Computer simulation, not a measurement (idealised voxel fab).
process module | voxel capacitor over wiring
cross-section cut | 225 nm wide | cells 5 nm
A cross-section is a grid of square cells, given in bands from the top down. A band is one or more rows of cells.
Each band's line starts with the height of the band's top and of its bottom, in nm. Then come its materials from left to right, each with its width in nm. One material with "throughout" fills the band from edge to edge. "air" is empty space.
Height 0 is the level under which the wafer as received is all one material. The lowest band goes on downwards, as in "0 down".
A width such as "30 to 40" changes by the same amount from each row of cells to the next, from the band's top row to its bottom row.
"no change" after a step means that no cell of the cross-section changed.
closed voids: empty space of 8 cells or more with no open way to the top, each as width x height at its distance from the left edge, in nm
after a step's settings: what the simulator itself notes on the step
overlay nm, on a step with a mask: how far to the right of its planned place the mask lay; to the left if negative
plan
1 op RECEIVE | material Si
2 op CONFORMAL_DEP | material SiO2 | thk nm 15
3 op DIRECTIONAL_DEP | material TiN | thk nm 5
4 op DIRECTIONAL_DEP | material W | thk nm 15
5 op DIRECTIONAL_DEP | material aC | thk nm 10
6 op PATTERN | tone cover | mask id METAL_1 | material resist | width nm 30 | pitch nm 95 | thk nm 30 | overlay nm 0
7 op DIRECTIONAL_ETCH | etch materials aC | depth nm 10
8 op STRIP | etch materials resist
9 op DIRECTIONAL_ETCH | etch materials W | depth nm 15
10 op DIRECTIONAL_ETCH | etch materials TiN | depth nm 5
11 op STRIP | etch materials aC
12 op CONFORMAL_DEP | material SiN | thk nm 5
13 op FILL_DEP | material lowk | thk nm 10
14 op CMP | height nm 35
15 op CONFORMAL_DEP | material SiCN | thk nm 5
16 op DIRECTIONAL_DEP | material SiO2 | thk nm 20
17 op PATTERN | tone open | mask id PLUG_1 | material resist | width nm 15 | thk nm 20 | overlay nm 0
18 op DIRECTIONAL_ETCH | etch materials SiO2 | depth nm 20
19 op DIRECTIONAL_ETCH | etch materials SiCN | depth nm 5
20 op STRIP | etch materials resist
21 op EPI | material Ru | thk nm 10
22 op EPI | material Ru | thk nm 10
23 op EPI | material Ru | thk nm 5
24 op DIRECTIONAL_DEP | material TiN | thk nm 5
25 op DIRECTIONAL_DEP | material Al2O3 | thk nm 5
26 op DIRECTIONAL_DEP | material TiN | thk nm 10
27 op PATTERN | tone cover | mask id UPPER_PLATE | material resist | width nm 70 | thk nm 20 | overlay nm 0
28 op DIRECTIONAL_ETCH | etch materials TiN | depth nm 10
29 op DIRECTIONAL_ETCH | etch materials Al2O3 | depth nm 5
30 op STRIP | etch materials resist
31 op PATTERN | tone cover | mask id LOWER_PLATE | material resist | width nm 80 | thk nm 15 | overlay nm 0
32 op DIRECTIONAL_ETCH | etch materials TiN | depth nm 5
33 op STRIP | etch materials resist
34 op FILL_DEP | material SiO2 | thk nm 20
35 op CMP | height nm 95
36 op MASKED_ETCH | tone open | mask id PLUG_2 | width nm 15 | etch materials SiO2 | depth nm 15 | overlay nm 0
37 op CONFORMAL_DEP | material TiN | thk nm 5
38 op FILL_DEP | material W | thk nm 10
39 op CMP | height nm 95
40 op CONFORMAL_DEP | material SiCN | thk nm 5
as received, after step 1
  0 down: Si throughout
  closed voids: none
first wafer at the end, as planned
  100 to 95: SiCN throughout
  95 to 85: SiO2 75 | TiN 5 | W 5 | TiN 5 | SiO2 135
  85 to 80: SiO2 75 | TiN 15 | SiO2 135
  80 to 70: SiO2 65 | TiN 70 | SiO2 90
  70 to 65: SiO2 65 | Al2O3 70 | SiO2 90
  65 to 60: SiO2 60 | TiN 80 | SiO2 85
  60 to 40: SiO2 65 | Ru 15 | SiO2 145
  40 to 35: SiCN 65 | Ru 15 | SiCN 145
  35 to 20: lowk 45 | SiN 5 | W 30 | SiN 5 | lowk 55 | SiN 5 | W 30 | SiN 5 | lowk 45
  20 to 15: SiN 50 | TiN 30 | SiN 65 | TiN 30 | SiN 50
  15 to 0: SiO2 throughout
  0 down: Si throughout
  closed voids: none
second wafer at the end: like start, like plan, one mistake
  100 to 95: SiCN throughout
  95 to 85: SiO2 75 | TiN 5 | W 5 | TiN 5 | SiO2 135
  85 to 80: SiO2 75 | TiN 15 | SiO2 135
  80 to 70: SiO2 80 | TiN 55 | SiO2 90
  70 to 65: SiO2 65 | TiN 15 | Al2O3 55 | SiO2 90
  65 to 60: SiO2 60 | TiN 80 | SiO2 85
  60 to 55: SiO2 65 | Al2O3 15 | SiO2 145
  55 to 50: SiO2 65 | TiN 15 | SiO2 145
  50 to 40: SiO2 65 | Ru 15 | SiO2 145
  40 to 35: SiCN 65 | Ru 15 | SiCN 145
  35 to 20: lowk 45 | SiN 5 | W 30 | SiN 5 | lowk 55 | SiN 5 | W 30 | SiN 5 | lowk 45
  20 to 15: SiN 50 | TiN 30 | SiN 65 | TiN 30 | SiN 50
  15 to 0: SiO2 throughout
  0 down: Si throughout
  closed voids: none
what went wrong: one of the steps 21 and 22, which are alike, was left out
at the end the second wafer has, in cells: 6 fewer of Ru | 6 more of SiO2
